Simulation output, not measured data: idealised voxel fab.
Module name: voxel lift off (process module)
The cross-section shown here is cut; it is 295 nm wide and divided into square cells measuring 5 nm on a side.
Throughout this document, each cross-section is represented as a grid of square cells and is presented as a sequence of bands enumerated from the top downward, where a band comprises one or more rows of cells.
Heads up on the band format: heights come first, top then bottom, in nm. After that it's the materials left to right, each with its width in nm. A single material flagged "all across" fills the whole band edge to edge, and "blank" means there's empty space there.
Heights are expressed relative to 0, this being the level below which the as-received wafer comprises one material exclusively. The lowest band is unbounded in the downward direction and is denoted as in "from 0 down".
The expression "30->40" gives the width at the extremes of the band, the first number at its top row of cells and the second at its bottom row, with the width changing by equal amounts from each row to the next in between.
The designation "everything unchanged", where it is given for a processing step, indicates that no cell of the cross-section was altered in the course of that step.
In the "Enclosed empty spaces" entry, you get each enclosed empty space of 8 cells or more, one with no open way to the top, written width x height at distance, distance from the left edge, in nm.
Read whatever lies past the settings on a step's line as the simulator's own remark about the step.
The line of a step may include "overlay nm". On a step with a mask, this value is how far to the right of its planned place the mask lay. A negative value means the mask lay to the left.

### The process steps that were planned are listed below
1) op RECEIVE | material Si
2) op CONFORMAL_DEP | material SiO2 | thk nm 15
3) op PATTERN | tone open | mask id LINES | material resist | width nm 20 | pitch nm 40 | thk nm 15 | overlay nm 0
4) op DIRECTIONAL_DEP | material Ru | thk nm 5
5) op STRIP | etch materials resist
6) op CONFORMAL_DEP | material SiCN | thk nm 5

### Cross-section of the wafer at receipt, which is the condition after step 1
* from 0 down: Si all across
* Enclosed empty spaces: none

### Cross-section taken at module completion on the first of two wafers; processed per the plan
* from 25 to 20: 110 nm blank; 30 nm SiCN; 10 nm blank; 30 nm SiCN; 115 nm blank
* from 20 to 15: 115 nm SiCN; 20 nm Ru; 20 nm SiCN; 20 nm Ru; 120 nm SiCN
* from 15 to 0: SiO2 all across
* from 0 down: Si all across
* Enclosed empty spaces: none

### Here's the second of our two wafers sectioned at module end. Same start as the first, same plan, but one mistake got made running it
* from 20 to 15: 115 nm blank; 20 nm Ru; 20 nm blank; 20 nm Ru; 120 nm blank
* from 15 to 0: SiO2 all across
* from 0 down: Si all across
* Enclosed empty spaces: none
Nonconformance to the process plan: step 6 of the plan got skipped, so it never ran
Count the cells at the end and the second wafer has more or fewer of some materials than the first: SiCN: 63 fewer
